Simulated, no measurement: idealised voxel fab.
Process module under the name voxel gate over fins
Cross-sectional view cut (width: 270 nm; square cell size: 5 nm).
Just so we're on the same page, the cross-sections are grids of square cells, and they're listed out in bands top to bottom, each band one or more rows deep.
A band entry consists of two parts. The first gives the height of the band's top and the height of its bottom, in nm. The rest lists the band's materials from left to right, each with its width in nm. A single material labelled with the word "edge to edge" fills the band from edge to edge, and the word "air" marks empty space.
Below 0: as-received wafer, all one material; heights counted from there. Lowest band: no bottom, goes on down, written "0 and below".
With a width like "30..40", each row of cells in the band differs from the next by the same amount, the top row carrying the first number and the bottom row the second.
Step note "no alterations made" = no cross-section cell changed.
So "Closed void list" is basically the list of trapped voids: any empty space of 8 cells or more that can't reach the top through an opening. They're written width x height at distance, the distance being from the left edge, and it's all nm.
Note: text after step settings on the step line = simulator remark on that step.
The setting "overlay nm" may be written on the line of a step. When the step uses a mask, the value reports how far to the right of the planned place the mask lay, and a negative value reports that it lay to the left.

THE PROCESS STEPS THAT WERE PLANNED ARE LISTED BELOW
1,RECEIVE: material Si
2,CONFORMAL_DEP: material SiN, thk nm 5
3,MASKED_ETCH: tone cover, mask id FINS, width nm 15, pitch nm 55, etch materials SiN, depth nm 5, overlay nm 0
4,MASKED_ETCH: tone cover, mask id FINS, width nm 15, pitch nm 55, etch materials Si, depth nm 30, overlay nm 0
5,FILL_DEP: material SiO2, thk nm 15
6,CMP: height nm 5
7,DIRECTIONAL_DEP: material aC, thk nm 15
8,PATTERN: tone open, mask id RAIL, material resist, width nm 15, thk nm 35, overlay nm 0
9,DIRECTIONAL_ETCH: etch materials aC, depth nm 15
10,STRIP: etch materials resist
11,DIRECTIONAL_ETCH: etch materials SiO2, depth nm 30
12,STRIP: etch materials aC
13,CONFORMAL_DEP: material TiN, thk nm 5
14,FILL_DEP: material Ru, thk nm 5
15,CMP: height nm 5
16,SELECTIVE_ETCH: etch materials W Ru TiN, depth nm 25
17,FILL_DEP: material SiO2, thk nm 5
18,CMP: height nm 5
19,SELECTIVE_ETCH: etch materials SiO2, depth nm 20
20,STRIP: etch materials SiN
21,CONFORMAL_DEP: material HfO2, thk nm 5
22,CONFORMAL_DEP: material TiN, thk nm 5
23,FILL_DEP: material W, thk nm 10
24,CMP: height nm 15
25,CONFORMAL_DEP: material SiN, thk nm 10

FIRST OF TWO WAFERS, PROCESSED ACCORDING TO PLAN

AS RECEIVED (POST STEP 1): CROSS-SECTION
- 0 and below: Si edge to edge
- Closed void list: none

THE WAFER IN CROSS-SECTION ONCE STEP 2 IS COMPLETE
- 5 down to 0: SiN edge to edge
- Everything below 0 is unchanged.

THE WAFER IN CROSS-SECTION ONCE STEP 3 IS COMPLETE
- 5 down to 0: 100 of air, then 15 of SiN, then 40 of air, then 15 of SiN, then 100 of air
- Everything below 0 is unchanged.

THE WAFER IN CROSS-SECTION ONCE STEP 4 IS COMPLETE
- 5 down to 0: 100 of air, then 15 of SiN, then 40 of air, then 15 of SiN, then 100 of air
- 0 down to -30: 100 of air, then 15 of Si, then 40 of air, then 15 of Si, then 100 of air
- Everything below -30 is unchanged.

THE WAFER IN CROSS-SECTION ONCE STEP 5 IS COMPLETE
- 20 down to 5: SiO2 edge to edge
- 5 down to 0: 100 of SiO2, then 15 of SiN, then 40 of SiO2, then 15 of SiN, then 100 of SiO2
- 0 down to -30: 100 of SiO2, then 15 of Si, then 40 of SiO2, then 15 of Si, then 100 of SiO2
- Everything below -30 is unchanged.

THE WAFER IN CROSS-SECTION ONCE STEP 6 IS COMPLETE
- 5 down to 0: 100 of SiO2, then 15 of SiN, then 40 of SiO2, then 15 of SiN, then 100 of SiO2
- Everything below 0 is unchanged.

THE WAFER IN CROSS-SECTION ONCE STEP 7 IS COMPLETE
- 20 down to 5: aC edge to edge
- Everything below 5 is unchanged.

THE WAFER IN CROSS-SECTION ONCE STEP 8 IS COMPLETE
- 55 down to 20: 125 of resist, then 15 of air, then 130 of resist
- Everything below 20 is unchanged.

THE WAFER IN CROSS-SECTION ONCE STEP 9 IS COMPLETE
- 40 down to 20: 125 of resist, then 15 of air, then 130 of resist
- 20 down to 5: 125 of aC, then 15 of air, then 130 of aC
- Everything below 5 is unchanged.

THE WAFER IN CROSS-SECTION ONCE STEP 10 IS COMPLETE
- 20 down to 5: 125 of aC, then 15 of air, then 130 of aC
- Everything below 5 is unchanged.

THE WAFER IN CROSS-SECTION ONCE STEP 11 IS COMPLETE
- 20 down to 5: 125 of aC, then 15 of air, then 130 of aC
- 5 down to 0: 100 of SiO2, then 15 of SiN, then 10 of SiO2, then 15 of air, then 15 of SiO2, then 15 of SiN, then 100 of SiO2
- 0 down to -25: 100 of SiO2, then 15 of Si, then 10 of SiO2, then 15 of air, then 15 of SiO2, then 15 of Si, then 100 of SiO2
- Everything below -25 is unchanged.

THE WAFER IN CROSS-SECTION ONCE STEP 12 IS COMPLETE
- 5 down to 0: 100 of SiO2, then 15 of SiN, then 10 of SiO2, then 15 of air, then 15 of SiO2, then 15 of SiN, then 100 of SiO2
- Everything below 0 is unchanged.

THE WAFER IN CROSS-SECTION ONCE STEP 13 IS COMPLETE
- 10 down to 5: 130 of TiN, then 5 of air, then 135 of TiN
- 5 down to 0: 100 of SiO2, then 15 of SiN, then 10 of SiO2, then 5 of TiN, then 5 of air, then 5 of TiN, then 15 of SiO2, then 15 of SiN, then 100 of SiO2
- 0 down to -20: 100 of SiO2, then 15 of Si, then 10 of SiO2, then 5 of TiN, then 5 of air, then 5 of TiN, then 15 of SiO2, then 15 of Si, then 100 of SiO2
- -20 down to -25: 100 of SiO2, then 15 of Si, then 10 of SiO2, then 15 of TiN, then 15 of SiO2, then 15 of Si, then 100 of SiO2
- Everything below -25 is unchanged.

THE WAFER IN CROSS-SECTION ONCE STEP 14 IS COMPLETE
- 15 down to 10: Ru edge to edge
- 10 down to 5: 130 of TiN, then 5 of Ru, then 135 of TiN
- 5 down to 0: 100 of SiO2, then 15 of SiN, then 10 of SiO2, then 5 of TiN, then 5 of Ru, then 5 of TiN, then 15 of SiO2, then 15 of SiN, then 100 of SiO2
- 0 down to -20: 100 of SiO2, then 15 of Si, then 10 of SiO2, then 5 of TiN, then 5 of Ru, then 5 of TiN, then 15 of SiO2, then 15 of Si, then 100 of SiO2
- Everything below -20 is unchanged.

THE WAFER IN CROSS-SECTION ONCE STEP 15 IS COMPLETE
- 5 down to 0: 100 of SiO2, then 15 of SiN, then 10 of SiO2, then 5 of TiN, then 5 of Ru, then 5 of TiN, then 15 of SiO2, then 15 of SiN, then 100 of SiO2
- Everything below 0 is unchanged.

THE WAFER IN CROSS-SECTION ONCE STEP 16 IS COMPLETE
- 5 down to 0: 100 of SiO2, then 15 of SiN, then 10 of SiO2, then 15 of air, then 15 of SiO2, then 15 of SiN, then 100 of SiO2
- 0 down to -20: 100 of SiO2, then 15 of Si, then 10 of SiO2, then 15 of air, then 15 of SiO2, then 15 of Si, then 100 of SiO2
- Everything below -20 is unchanged.

THE WAFER IN CROSS-SECTION ONCE STEP 17 IS COMPLETE
- 10 down to 5: SiO2 edge to edge
- 5 down to 0: 100 of SiO2, then 15 of SiN, then 40 of SiO2, then 15 of SiN, then 100 of SiO2
- 0 down to -20: 100 of SiO2, then 15 of Si, then 40 of SiO2, then 15 of Si, then 100 of SiO2
- Everything below -20 is unchanged.

THE WAFER IN CROSS-SECTION ONCE STEP 18 IS COMPLETE
- 5 down to 0: 100 of SiO2, then 15 of SiN, then 40 of SiO2, then 15 of SiN, then 100 of SiO2
- Everything below 0 is unchanged.

THE WAFER IN CROSS-SECTION ONCE STEP 19 IS COMPLETE
- 5 down to 0: 100 of air, then 15 of SiN, then 40 of air, then 15 of SiN, then 100 of air
- 0 down to -15: 100 of air, then 15 of Si, then 40 of air, then 15 of Si, then 100 of air
- Everything below -15 is unchanged.

THE WAFER IN CROSS-SECTION ONCE STEP 20 IS COMPLETE
- 0 down to -15: 100 of air, then 15 of Si, then 40 of air, then 15 of Si, then 100 of air
- Everything below -15 is unchanged.

THE WAFER IN CROSS-SECTION ONCE STEP 21 IS COMPLETE
- 5 down to 0: 95 of air, then 25 of HfO2, then 30 of air, then 25 of HfO2, then 95 of air
- 0 down to -10: 95 of air, then 5 of HfO2, then 15 of Si, then 5 of HfO2, then 30 of air, then 5 of HfO2, then 15 of Si, then 5 of HfO2, then 95 of air
- -10 down to -15: 100 of HfO2, then 15 of Si, then 40 of HfO2, then 15 of Si, then 100 of HfO2
- Everything below -15 is unchanged.

THE WAFER IN CROSS-SECTION ONCE STEP 22 IS COMPLETE
- 10 down to 5: 90 of air, then 35 of TiN, then 20 of air, then 35 of TiN, then 90 of air
- 5 down to 0: 90 of air, then 5 of TiN, then 25 of HfO2, then 5 of TiN, then 20 of air, then 5 of TiN, then 25 of HfO2, then 5 of TiN, then 90 of air
- 0 down to -5: 90 of air, then 5 of TiN, then 5 of HfO2, then 15 of Si, then 5 of HfO2, then 5 of TiN, then 20 of air, then 5 of TiN, then 5 of HfO2, then 15 of Si, then 5 of HfO2, then 5 of TiN, then 90 of air
- -5 down to -10: 95 of TiN, then 5 of HfO2, then 15 of Si, then 5 of HfO2, then 30 of TiN, then 5 of HfO2, then 15 of Si, then 5 of HfO2, then 95 of TiN
- Everything below -10 is unchanged.

THE WAFER IN CROSS-SECTION ONCE STEP 23 IS COMPLETE
- 20 down to 10: W edge to edge
- 10 down to 5: 90 of W, then 35 of TiN, then 20 of W, then 35 of TiN, then 90 of W
- 5 down to 0: 90 of W, then 5 of TiN, then 25 of HfO2, then 5 of TiN, then 20 of W, then 5 of TiN, then 25 of HfO2, then 5 of TiN, then 90 of W
- 0 down to -5: 90 of W, then 5 of TiN, then 5 of HfO2, then 15 of Si, then 5 of HfO2, then 5 of TiN, then 20 of W, then 5 of TiN, then 5 of HfO2, then 15 of Si, then 5 of HfO2, then 5 of TiN, then 90 of W
- Everything below -5 is unchanged.

THE WAFER IN CROSS-SECTION ONCE STEP 24 IS COMPLETE
- 15 down to 10: W edge to edge
- Everything below 10 is unchanged.

THE WAFER IN CROSS-SECTION ONCE STEP 25 IS COMPLETE
- 25 down to 15: SiN edge to edge
- Everything below 15 is unchanged.

SECOND OF TWO: SAME START, SAME PLAN, ONE RUN ERROR; STEPS UP TO AND INCLUDING 20 MATCH THE FIRST

Cross-section of the second wafer when, according to plan, step 21 should have finished: no alterations made

CROSS-SECTION OF THE SECOND WAFER WHEN, ACCORDING TO PLAN, STEP 22 SHOULD HAVE FINISHED
- 5 down to 0: 95 of air, then 25 of TiN, then 30 of air, then 25 of TiN, then 95 of air
- 0 down to -10: 95 of air, then 5 of TiN, then 15 of Si, then 5 of TiN, then 30 of air, then 5 of TiN, then 15 of Si, then 5 of TiN, then 95 of air
- -10 down to -15: 100 of TiN, then 15 of Si, then 40 of TiN, then 15 of Si, then 100 of TiN
- Everything below -15 is unchanged.

CROSS-SECTION OF THE SECOND WAFER WHEN, ACCORDING TO PLAN, STEP 23 SHOULD HAVE FINISHED
- 15 down to 5: W edge to edge
- 5 down to 0: 95 of W, then 25 of TiN, then 30 of W, then 25 of TiN, then 95 of W
- 0 down to -10: 95 of W, then 5 of TiN, then 15 of Si, then 5 of TiN, then 30 of W, then 5 of TiN, then 15 of Si, then 5 of TiN, then 95 of W
- Everything below -10 is unchanged.

Cross-section of the second wafer when, according to plan, step 24 should have finished: no alterations made

CROSS-SECTION OF THE SECOND WAFER WHEN, ACCORDING TO PLAN, STEP 25 SHOULD HAVE FINISHED
- 25 down to 15: SiN edge to edge
- Everything below 15 is unchanged.
Where did the run depart from the plan? the run left out plan step 21 entirely, so it was never executed
Wrapping up, a cell-based count of both wafers puts the second over or under the first for these materials: HfO2: 66 fewer, W: 66 more
